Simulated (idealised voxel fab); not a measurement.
Process module name: voxel air gaps
For reference, the cross-section in this document is cut, with width 245 nm and square cells of 5 nm.
This document writes a cross-section as a grid whose cells are square, and gives it as bands, listed from the top down; one or more rows of cells form a band. It is stipulated that each band's entry specify, in nanometres, the height of the top of the band and then that of its bottom, followed by the materials of the band in left-to-right sequence, each together with its width in nanometres. A single material marked by the word "all across" is understood to fill the band from edge to edge; the word "air" is understood to denote empty space. Note: height 0 marks the level under which the wafer is uniformly one material as received. Lowest band unbounded below, written "0 down". Width spec "30 to 40" -> top row of cells at first value, bottom row at second value, equal per-row change in between. "same as before" for a step: no cell of the cross-section changed in that step. Closed empty spaces (no open way to the top) of 8 cells or more are what "Cavities, closed" lists, each as width x height at distance from the left edge, nm for all three. Step line, after settings: the simulator's comment on this step. A step's line can hold "overlay nm"; with a mask on that step, the setting says how far right of the planned place the mask lay, while a negative setting says it lay to the left.
### Process steps - plan
1 RECEIVE: material Si
2 CONFORMAL_DEP: material SiO2, thk nm 10
3 CONFORMAL_DEP: material SiCN, thk nm 5
4 DIRECTIONAL_DEP: material SiO2, thk nm 40
5 DIRECTIONAL_DEP: material aC, thk nm 15
6 PATTERN: tone open, mask id LINES, material resist, width nm 25, pitch nm 55, thk nm 30, overlay nm -10
7 DIRECTIONAL_ETCH: etch materials aC, depth nm 15
8 STRIP: etch materials resist
9 DIRECTIONAL_ETCH: etch materials SiO2, depth nm 40
10 STRIP: etch materials aC
11 CONFORMAL_DEP: material TiN, thk nm 5
12 FILL_DEP: material W, thk nm 10
13 CMP: height nm 55
14 EPI: material Ru, thk nm 10
15 SELECTIVE_ETCH: etch materials SiO2, depth nm 50
16 CONFORMAL_DEP: material SiCN, thk nm 5
Quick note for whoever runs this: the wafers start identical, but the overlay nm at step 6 isn't the same across them. The plan just shows what the first wafer had.
### First of several wafers, received after step 1, in cross-section
	0 down | Si all across
	Cavities, closed: none
### Rows = wafers. At module end, each row lists per material the cells gained (+) or lost (-) since the wafer was received, then the closed voids
overlay nm -10 | +72 Ru | +210 SiCN | +98 SiO2 | +76 TiN | +84 W | Cavities, closed: 10 x 30 at 0; 20 x 30 at 45; 20 x 30 at 100; 20 x 30 at 155
overlay nm -5 | +72 Ru | +210 SiCN | +98 SiO2 | +76 TiN | +84 W | Cavities, closed: 20 x 30 at 50; 20 x 30 at 105; 20 x 30 at 160
overlay nm 0 | +72 Ru | +210 SiCN | +98 SiO2 | +76 TiN | +84 W | Cavities, closed: 20 x 30 at 55; 20 x 30 at 110; 20 x 30 at 165
overlay nm 5 | +72 Ru | +210 SiCN | +98 SiO2 | +76 TiN | +84 W | Cavities, closed: 20 x 30 at 60; 20 x 30 at 115; 20 x 30 at 170
overlay nm 10 | +72 Ru | +210 SiCN | +98 SiO2 | +76 TiN | +84 W | Cavities, closed: 20 x 30 at 65; 20 x 30 at 120; 20 x 30 at 175
overlay nm 15 | +72 Ru | +210 SiCN | +98 SiO2 | +76 TiN | +84 W | Cavities, closed: 20 x 30 at 70; 20 x 30 at 125; 20 x 30 at 180; 10 x 30 at 235
